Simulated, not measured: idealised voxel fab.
Presented below is a process module, voxel tone inversion.
Square cells of 5 nm make up the cross-section cut, whose width is 145 nm.
Cross-section layout: square cells on a grid; listed as bands, top to bottom; a band spans one or more cell rows.
Heads up on the band format: heights come first, top then bottom, in nm. After that it's the materials left to right, each with its width in nm. A single material flagged "all across" fills the whole band edge to edge, and "blank" means there's empty space there.
We count height from 0. Below that, the starting wafer is all one material. The lowest band never ends at the bottom but goes on down; see "0 down" for how that is written.
A width given as "30->40" starts at the first number in the band's top row and ends at the second number in its bottom row, shifting by an equal amount at every step from row to row.
"no change occurred", as given for a step, is the statement that not any cell of the cross-section underwent a change during that step.
Closed empty spaces (no open way to the top) of 8 cells or more are what "Trapped cavities" lists, each as width x height at distance from the left edge, nm for all three.
On each step's line, the part that comes after the settings is the simulator's own comment on the step.
overlay nm: mask right of planned place by this much (step with mask). Neg. = left.

Plan:
- 1: RECEIVE with material Si
- 2: CONFORMAL_DEP with material SiCN, thk nm 10
- 3: DIRECTIONAL_DEP with material aC, thk nm 25
- 4: PATTERN with tone cover, mask id POSTS, material resist, width nm 25, pitch nm 40, thk nm 30, overlay nm -15
- 5: DIRECTIONAL_ETCH with etch materials aC, depth nm 25
- 6: STRIP with etch materials resist
- 7: FILL_DEP with material SiO2, thk nm 5
- 8: CMP with height nm 35
- 9: STRIP with etch materials aC
- 10: CONFORMAL_DEP with material TiN, thk nm 5
- 11: FILL_DEP with material Ru, thk nm 5
- 12: CMP with height nm 35
- 13: CONFORMAL_DEP with material SiCN, thk nm 5
Be aware that, although all wafers share a common starting state, the overlay nm at step 4 differs among them, and the plan displays the first wafer's value.

Received wafers, first of several: cross-section after step 1:
    0 down | Si all across
    Trapped cavities: none

Shown in cross-section: the first of several wafers at the end of the module, after its last step, step 13:
    40 to 35 | SiCN all across
    35 to 15 | 25 nm SiO2; 5 nm TiN; 15 nm Ru; 5 nm TiN; 15 nm SiO2; 5 nm TiN; 15 nm Ru; 5 nm TiN; 55 nm SiO2
    15 to 10 | 25 nm SiO2; 25 nm TiN; 15 nm SiO2; 25 nm TiN; 55 nm SiO2
    10 to 0 | SiCN all across
    0 down | Si all across
    Trapped cavities: none

Cross-section, last wafer, module completion:
    40 to 35 | SiCN all across
    35 to 15 | 55 nm SiO2; 5 nm TiN; 15 nm Ru; 5 nm TiN; 15 nm SiO2; 5 nm TiN; 15 nm Ru; 5 nm TiN; 25 nm SiO2
    15 to 10 | 55 nm SiO2; 25 nm TiN; 15 nm SiO2; 25 nm TiN; 25 nm SiO2
    10 to 0 | SiCN all across
    0 down | Si all across
    Trapped cavities: none

The rows of the table below are wafers. Looking at the end of the module, a row counts, for every material, the cells the wafer has gained, shown as (+), or lost, shown as (-), since it was received; its closed voids come next:
overlay nm -15, +24 Ru, +87 SiCN, +95 SiO2, +26 TiN, Trapped cavities: none
overlay nm -10, +24 Ru, +87 SiCN, +95 SiO2, +26 TiN, Trapped cavities: none
overlay nm -5, +24 Ru, +87 SiCN, +95 SiO2, +26 TiN, Trapped cavities: none
overlay nm 0, +24 Ru, +87 SiCN, +95 SiO2, +26 TiN, Trapped cavities: none
overlay nm 5, +24 Ru, +87 SiCN, +95 SiO2, +26 TiN, Trapped cavities: none
overlay nm 10, +24 Ru, +87 SiCN, +95 SiO2, +26 TiN, Trapped cavities: none
overlay nm 15, +24 Ru, +87 SiCN, +95 SiO2, +26 TiN, Trapped cavities: none
